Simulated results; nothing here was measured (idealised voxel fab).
Process module, titled voxel spacer lines
cross-section cut | 230 nm wide | cells 5 nm
A cross-section is a grid of square cells, given in bands from the top down. A band is one or more rows of cells.
Heights first: top, then bottom, in nm. Then materials, left to right, each with a width in nm. "throughout" on a single material: fills the band edge to edge. "blank": empty space.
Heights from 0 (as-received wafer is one material below). Bottom band endless downward, as "0 and below".
It should be noted that a width expressed as "30->40" varies in equal increments from row to row of cells within the band, taking the value of the first number at the top row and that of the second number at the bottom row.
Key: "everything unchanged" - step with no changed cell in the cross-section.
The entry "Fully closed voids" lists the empty spaces that cover at least 8 cells and have no open path to the top. Each is written as width x height at distance, where the distance is measured from the left edge and all three values are in nm.
Where a step's line continues beyond its settings, the continuation is a remark by the simulator itself on that step.
A step line may carry the setting "overlay nm", which, for steps involving a mask, states the distance by which the mask lay to the right of its intended position; negative values denote displacement to the left.

SET OUT BELOW ARE THE PLANNED STEPS OF THE PROCESS
- 1: RECEIVE,material Si
- 2: CONFORMAL_DEP,material Al2O3,thk nm 5
- 3: DIRECTIONAL_DEP,material SiN,thk nm 15
- 4: DIRECTIONAL_DEP,material aC,thk nm 25
- 5: PATTERN,tone cover,mask id MANDREL,material resist,width nm 25,pitch nm 80,thk nm 30,overlay nm -15
- 6: DIRECTIONAL_ETCH,etch materials aC,depth nm 25
- 7: STRIP,etch materials resist
- 8: CONFORMAL_DEP,material SiO2,thk nm 15
- 9: DIRECTIONAL_ETCH,etch materials SiO2,depth nm 15
- 10: STRIP,etch materials aC
- 11: DIRECTIONAL_ETCH,etch materials SiN,depth nm 15
- 12: STRIP,etch materials SiO2
All wafers enter the flow in the same state. The overlay nm at step 5 differs from wafer to wafer, and the plan gives the value for the first wafer.

AFTER STEP 1, AS RECEIVED: FIRST OF SEVERAL WAFERS, CROSS-SECTION
* 0 and below | Si throughout
* Fully closed voids: none

THE CROSS-SECTION OF THE FIRST OF SEVERAL WAFERS IS GIVEN BELOW FOR THE END OF THE MODULE, AFTER ITS FINAL STEP, STEP 12
* 20 down to 5 | blank: 30, SiN: 15, blank: 25, SiN: 15, blank: 25, SiN: 15, blank: 25, SiN: 15, blank: 65
* 5 down to 0 | Al2O3 throughout
* 0 and below | Si throughout
* Fully closed voids: none

MODULE END, FINAL WAFER: CROSS-SECTION
* 20 down to 5 | blank: 60, SiN: 15, blank: 25, SiN: 15, blank: 25, SiN: 15, blank: 25, SiN: 15, blank: 35
* 5 down to 0 | Al2O3 throughout
* 0 and below | Si throughout
* Fully closed voids: none

GAINED (+) OR LOST (-) CELLS OF EACH MATERIAL SINCE RECEIPT, THEN CLOSED VOIDS: ONE ROW PER WAFER, AT THE END OF THE MODULE
overlay nm -15; +46 Al2O3; +36 SiN; Fully closed voids: none
overlay nm -10; +46 Al2O3; +36 SiN; Fully closed voids: none
overlay nm -5; +46 Al2O3; +36 SiN; Fully closed voids: none
overlay nm 0; +46 Al2O3; +36 SiN; Fully closed voids: none
overlay nm 5; +46 Al2O3; +36 SiN; Fully closed voids: none
overlay nm 10; +46 Al2O3; +36 SiN; Fully closed voids: none
overlay nm 15; +46 Al2O3; +36 SiN; Fully closed voids: none
